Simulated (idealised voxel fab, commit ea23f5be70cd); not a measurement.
The process module presented herein is designated voxel gate over fins.
cross-section cut | 250 nm wide | cells 5 nm
Just so we're on the same page, the cross-sections are grids of square cells, and they're listed out in bands top to bottom, each band one or more rows deep.
The band entry comprises the height of the band's top followed by the height of its bottom, expressed in nm, and subsequently the band's materials from left to right, each stated together with its width in nm. Where a single material is marked with the word "everywhere", that material fills the band from edge to edge. The word "empty" represents empty space.
Basically, 0 is our baseline, since under it the wafer straight out of the box is all one material. The bottom band has no lower end and keeps on going down, so it looks like "top 0, no bottom".
With a width like "30..40", each row of cells in the band differs from the next by the same amount, the top row carrying the first number and the bottom row the second.
What does "no alterations made" mean for a step? It means no cell of the cross-section changed in that step.
Listed in "Unvented cavities": every empty space of 8 or more cells without an open way to the top. Form: width x height at distance, the distance being from the left edge, all in nm.
On each step's line, the part that comes after the settings is the simulator's own comment on the step.
The line of a step may include "overlay nm". On a step with a mask, this value is how far to the right of its planned place the mask lay. A negative value means the mask lay to the left.

### Here's what the planned process steps look like
1. op RECEIVE | material Si
2. op CONFORMAL_DEP | material SiN | thk nm 5
3. op PATTERN | tone cover | mask id FINS | material resist | width nm 15 | pitch nm 40 | thk nm 15 | overlay nm 0
4. op DIRECTIONAL_ETCH | etch materials SiN | depth nm 5
5. op DIRECTIONAL_ETCH | etch materials Si | depth nm 35
6. op STRIP | etch materials resist
7. op FILL_DEP | material SiO2 | thk nm 15
8. op CMP | height nm 5
9. op SELECTIVE_ETCH | etch materials SiO2 | depth nm 15
10. op STRIP | etch materials SiN
11. op CONFORMAL_DEP | material HfO2 | thk nm 5
12. op CONFORMAL_DEP | material TiN | thk nm 5
13. op CONFORMAL_DEP | material TiAl | thk nm 5
14. op CONFORMAL_DEP | material TiN | thk nm 5
15. op FILL_DEP | material W | thk nm 10
16. op CMP | height nm 25
17. op CONFORMAL_DEP | material SiN | thk nm 10

### Received-state cross-section, reflecting completion of step 1
* top 0, no bottom  Si everywhere
* Unvented cavities: none

### Cross-sectional image of the first of two wafers at the end of the module, the run having proceeded as planned
* top 35, bottom 25  SiN everywhere
* top 25, bottom 20  W everywhere
* top 20, bottom 15  W 35 nm / TiN 175 nm / W 40 nm
* top 15, bottom 10  W 35 nm / TiN 5 nm / TiAl 165 nm / TiN 5 nm / W 40 nm
* top 10, bottom 5  TiN 40 nm / TiAl 5 nm / TiN 35 nm / TiAl 5 nm / TiN 35 nm / TiAl 5 nm / TiN 35 nm / TiAl 5 nm / TiN 35 nm / TiAl 5 nm / TiN 45 nm
* top 5, bottom 0  TiAl 45 nm / TiN 5 nm / HfO2 25 nm / TiN 5 nm / TiAl 5 nm / TiN 5 nm / HfO2 25 nm / TiN 5 nm / TiAl 5 nm / TiN 5 nm / HfO2 25 nm / TiN 5 nm / TiAl 5 nm / TiN 5 nm / HfO2 25 nm / TiN 5 nm / TiAl 50 nm
* top 0, bottom -5  TiN 50 nm / HfO2 5 nm / Si 15 nm / HfO2 5 nm / TiN 15 nm / HfO2 5 nm / Si 15 nm / HfO2 5 nm / TiN 15 nm / HfO2 5 nm / Si 15 nm / HfO2 5 nm / TiN 15 nm / HfO2 5 nm / Si 15 nm / HfO2 5 nm / TiN 55 nm
* top -5, bottom -10  HfO2 55 nm / Si 15 nm / HfO2 25 nm / Si 15 nm / HfO2 25 nm / Si 15 nm / HfO2 25 nm / Si 15 nm / HfO2 60 nm
* top -10, bottom -35  SiO2 55 nm / Si 15 nm / SiO2 25 nm / Si 15 nm / SiO2 25 nm / Si 15 nm / SiO2 25 nm / Si 15 nm / SiO2 60 nm
* top -35, no bottom  Si everywhere
* Unvented cavities: none

### Cross-sectional image of the second wafer of the two following completion of the module. Starting state and process plan were the same as for the first wafer; one execution error occurred
* top 35, bottom 25  SiN everywhere
* top 25, bottom 20  W everywhere
* top 20, bottom 15  TiN everywhere
* top 15, bottom 10  TiAl everywhere
* top 10, bottom 5  TiN everywhere
* top 5, bottom 0  HfO2 60 nm / TiN 5 nm / HfO2 35 nm / TiN 5 nm / HfO2 35 nm / TiN 5 nm / HfO2 35 nm / TiN 5 nm / HfO2 65 nm
* top 0, bottom -5  Si 55 nm / HfO2 5 nm / TiN 5 nm / HfO2 5 nm / Si 25 nm / HfO2 5 nm / TiN 5 nm / HfO2 5 nm / Si 25 nm / HfO2 5 nm / TiN 5 nm / HfO2 5 nm / Si 25 nm / HfO2 5 nm / TiN 5 nm / HfO2 5 nm / Si 60 nm
* top -5, bottom -10  Si 55 nm / HfO2 15 nm / Si 25 nm / HfO2 15 nm / Si 25 nm / HfO2 15 nm / Si 25 nm / HfO2 15 nm / Si 60 nm
* top -10, bottom -35  Si 55 nm / SiO2 15 nm / Si 25 nm / SiO2 15 nm / Si 25 nm / SiO2 15 nm / Si 25 nm / SiO2 15 nm / Si 60 nm
* top -35, no bottom  Si everywhere
* Unvented cavities: none
Finding, execution versus plan: step 3, actual vs plan mismatch, actual run op PATTERN | tone open | mask id FINS | material resist | width nm 15 | pitch nm 40 | thk nm 15 | overlay nm 0
at the end the second wafer has, in cells: Si: 182 more | SiO2: 130 fewer | TiAl: 10 fewer | TiN: 12 fewer | W: 30 fewer
